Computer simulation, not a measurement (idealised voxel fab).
process module | voxel spacer lines
cross-section cut | 230 nm wide | cells 5 nm
A cross-section is a grid of square cells, given in bands from the top down. A band is one or more rows of cells.
Each band's line starts with the height of the band's top and of its bottom, in nm. Then come its materials from left to right, each with its width in nm. One material with "throughout" fills the band from edge to edge. "air" is empty space.
Height 0 is the level under which the wafer as received is all one material. The lowest band goes on downwards, as in "0 down".
A width such as "30 to 40" changes by the same amount from each row of cells to the next, from the band's top row to its bottom row.
"no change" after a step means that no cell of the cross-section changed.
closed voids: empty space of 8 cells or more with no open way to the top, each as width x height at its distance from the left edge, in nm
after a step's settings: what the simulator itself notes on the step
overlay nm, on a step with a mask: how far to the right of its planned place the mask lay; to the left if negative
plan
1 op RECEIVE | material Si
2 op CONFORMAL_DEP | material Al2O3 | thk nm 5
3 op DIRECTIONAL_DEP | material SiN | thk nm 20
4 op DIRECTIONAL_DEP | material aC | thk nm 20
5 op PATTERN | tone cover | mask id MANDREL | material resist | width nm 15 | pitch nm 50 | thk nm 25 | overlay nm -15
6 op DIRECTIONAL_ETCH | etch materials aC | depth nm 20
7 op STRIP | etch materials resist
8 op CONFORMAL_DEP | material SiO2 | thk nm 10
9 op DIRECTIONAL_ETCH | etch materials SiO2 | depth nm 10
10 op STRIP | etch materials aC
11 op DIRECTIONAL_ETCH | etch materials SiN | depth nm 20
12 op STRIP | etch materials SiO2
13 op FILL_DEP | material lowk | thk nm 10
14 op CMP | height nm 25
varied across the wafers: overlay nm of step 5. The plan shows the first wafer's value. All wafers start alike
first wafer as received, after step 1
  0 down: Si throughout
  closed voids: none
each wafer at the end: cells of each material gained (+) or lost (-) since it was received, then its closed voids
overlay nm -15 | +46 Al2O3 | +48 SiN | +136 lowk | closed voids: none
overlay nm -10 | +46 Al2O3 | +48 SiN | +136 lowk | closed voids: none
overlay nm -5 | +46 Al2O3 | +48 SiN | +136 lowk | closed voids: none
overlay nm 0 | +46 Al2O3 | +48 SiN | +136 lowk | closed voids: none
overlay nm 5 | +46 Al2O3 | +48 SiN | +136 lowk | closed voids: none
overlay nm 10 | +46 Al2O3 | +48 SiN | +136 lowk | closed voids: none
overlay nm 15 | +46 Al2O3 | +48 SiN | +136 lowk | closed voids: none
